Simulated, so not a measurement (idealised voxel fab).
process module | voxel trench capacitor
cross-section cut | 195 nm wide | cells 5 nm
A cross-section is a grid of square cells, given in bands from the top down. A band is one or more rows of cells.
Each band's line starts with the height of the band's top and of its bottom, in nm. Then come its materials from left to right, each with its width in nm. One material with "throughout" fills the band from edge to edge. "air" is empty space.
Height 0 is the level under which the wafer as received is all one material. The lowest band goes on downwards, as in "0 down".
A width such as "30 to 40" changes by the same amount from each row of cells to the next, from the band's top row to its bottom row.
"no change" after a step means that no cell of the cross-section changed.
closed voids: empty space of 8 cells or more with no open way to the top, each as width x height at its distance from the left edge, in nm
after a step's settings: what the simulator itself notes on the step
overlay nm, on a step with a mask: how far to the right of its planned place the mask lay; to the left if negative
plan
1 op RECEIVE | material Si
2 op CONFORMAL_DEP | material SiN | thk nm 5
3 op DIRECTIONAL_DEP | material aC | thk nm 15
4 op PATTERN | tone open | mask id TRENCH | material resist | width nm 25 | pitch nm 55 | thk nm 35 | overlay nm 0
5 op DIRECTIONAL_ETCH | etch materials aC | depth nm 15
6 op STRIP | etch materials resist
7 op DIRECTIONAL_ETCH | etch materials SiN | depth nm 5
8 op DIRECTIONAL_ETCH | etch materials Si | depth nm 35
9 op STRIP | etch materials aC
10 op CONFORMAL_DEP | material SiO2 | thk nm 5
11 op FILL_DEP | material polySi | thk nm 10
12 op CMP | height nm 5
first wafer, as planned
as received, after step 1
  0 down: Si throughout
  closed voids: none
after step 2
  5 to 0: SiN throughout
  below 0: unchanged
after step 3
  20 to 5: aC throughout
  below 5: unchanged
after step 4
  55 to 20: resist 30 | air 25 | resist 30 | air 25 | resist 30 | air 25 | resist 30
  below 20: unchanged
after step 5
  40 to 20: resist 30 | air 25 | resist 30 | air 25 | resist 30 | air 25 | resist 30
  20 to 5: aC 30 | air 25 | aC 30 | air 25 | aC 30 | air 25 | aC 30
  below 5: unchanged
after step 6
  20 to 5: aC 30 | air 25 | aC 30 | air 25 | aC 30 | air 25 | aC 30
  below 5: unchanged
after step 7
  20 to 5: aC 30 | air 25 | aC 30 | air 25 | aC 30 | air 25 | aC 30
  5 to 0: SiN 30 | air 25 | SiN 30 | air 25 | SiN 30 | air 25 | SiN 30
  below 0: unchanged
after step 8
  20 to 5: aC 30 | air 25 | aC 30 | air 25 | aC 30 | air 25 | aC 30
  5 to 0: SiN 30 | air 25 | SiN 30 | air 25 | SiN 30 | air 25 | SiN 30
  0 to -35: Si 30 | air 25 | Si 30 | air 25 | Si 30 | air 25 | Si 30
  below -35: unchanged
after step 9
  5 to 0: SiN 30 | air 25 | SiN 30 | air 25 | SiN 30 | air 25 | SiN 30
  below 0: unchanged
after step 10
  10 to 5: SiO2 35 | air 15 | SiO2 40 | air 15 | SiO2 40 | air 15 | SiO2 35
  5 to 0: SiN 30 | SiO2 5 | air 15 | SiO2 5 | SiN 30 | SiO2 5 | air 15 | SiO2 5 | SiN 30 | SiO2 5 | air 15 | SiO2 5 | SiN 30
  0 to -30: Si 30 | SiO2 5 | air 15 | SiO2 5 | Si 30 | SiO2 5 | air 15 | SiO2 5 | Si 30 | SiO2 5 | air 15 | SiO2 5 | Si 30
  -30 to -35: Si 30 | SiO2 25 | Si 30 | SiO2 25 | Si 30 | SiO2 25 | Si 30
  below -35: unchanged
after step 11
  20 to 10: polySi throughout
  10 to 5: SiO2 35 | polySi 15 | SiO2 40 | polySi 15 | SiO2 40 | polySi 15 | SiO2 35
  5 to 0: SiN 30 | SiO2 5 | polySi 15 | SiO2 5 | SiN 30 | SiO2 5 | polySi 15 | SiO2 5 | SiN 30 | SiO2 5 | polySi 15 | SiO2 5 | SiN 30
  0 to -30: Si 30 | SiO2 5 | polySi 15 | SiO2 5 | Si 30 | SiO2 5 | polySi 15 | SiO2 5 | Si 30 | SiO2 5 | polySi 15 | SiO2 5 | Si 30
  below -30: unchanged
after step 12
  5 to 0: SiN 30 | SiO2 5 | polySi 15 | SiO2 5 | SiN 30 | SiO2 5 | polySi 15 | SiO2 5 | SiN 30 | SiO2 5 | polySi 15 | SiO2 5 | SiN 30
  below 0: unchanged
second wafer: like start, like plan, one mistake. Through step 3 it matches the first wafer
when step 4 should have ended
  55 to 20: air 30 | resist 25 | air 30 | resist 25 | air 30 | resist 25 | air 30
  below 20: unchanged
when step 5 should have ended
  40 to 20: air 30 | resist 25 | air 30 | resist 25 | air 30 | resist 25 | air 30
  20 to 5: air 30 | aC 25 | air 30 | aC 25 | air 30 | aC 25 | air 30
  below 5: unchanged
when step 6 should have ended
  20 to 5: air 30 | aC 25 | air 30 | aC 25 | air 30 | aC 25 | air 30
  below 5: unchanged
when step 7 should have ended
  20 to 5: air 30 | aC 25 | air 30 | aC 25 | air 30 | aC 25 | air 30
  5 to 0: air 30 | SiN 25 | air 30 | SiN 25 | air 30 | SiN 25 | air 30
  below 0: unchanged
when step 8 should have ended
  20 to 5: air 30 | aC 25 | air 30 | aC 25 | air 30 | aC 25 | air 30
  5 to 0: air 30 | SiN 25 | air 30 | SiN 25 | air 30 | SiN 25 | air 30
  0 to -35: air 30 | Si 25 | air 30 | Si 25 | air 30 | Si 25 | air 30
  below -35: unchanged
when step 9 should have ended
  5 to 0: air 30 | SiN 25 | air 30 | SiN 25 | air 30 | SiN 25 | air 30
  below 0: unchanged
when step 10 should have ended
  10 to 5: air 25 | SiO2 35 | air 20 | SiO2 35 | air 20 | SiO2 35 | air 25
  5 to 0: air 25 | SiO2 5 | SiN 25 | SiO2 5 | air 20 | SiO2 5 | SiN 25 | SiO2 5 | air 20 | SiO2 5 | SiN 25 | SiO2 5 | air 25
  0 to -30: air 25 | SiO2 5 | Si 25 | SiO2 5 | air 20 | SiO2 5 | Si 25 | SiO2 5 | air 20 | SiO2 5 | Si 25 | SiO2 5 | air 25
  -30 to -35: SiO2 30 | Si 25 | SiO2 30 | Si 25 | SiO2 30 | Si 25 | SiO2 30
  below -35: unchanged
when step 11 should have ended
  20 to 10: polySi throughout
  10 to 5: polySi 25 | SiO2 35 | polySi 20 | SiO2 35 | polySi 20 | SiO2 35 | polySi 25
  5 to 0: polySi 25 | SiO2 5 | SiN 25 | SiO2 5 | polySi 20 | SiO2 5 | SiN 25 | SiO2 5 | polySi 20 | SiO2 5 | SiN 25 | SiO2 5 | polySi 25
  0 to -30: polySi 25 | SiO2 5 | Si 25 | SiO2 5 | polySi 20 | SiO2 5 | Si 25 | SiO2 5 | polySi 20 | SiO2 5 | Si 25 | SiO2 5 | polySi 25
  below -30: unchanged
when step 12 should have ended
  5 to 0: polySi 25 | SiO2 5 | SiN 25 | SiO2 5 | polySi 20 | SiO2 5 | SiN 25 | SiO2 5 | polySi 20 | SiO2 5 | SiN 25 | SiO2 5 | polySi 25
  below 0: unchanged
what went wrong: step 4 ran as: op PATTERN | tone cover | mask id TRENCH | material resist | width nm 25 | pitch nm 55 | thk nm 35 | overlay nm 0
at the end the second wafer has, in cells: 63 fewer of Si | 9 fewer of SiN | 9 more of SiO2 | 63 more of polySi
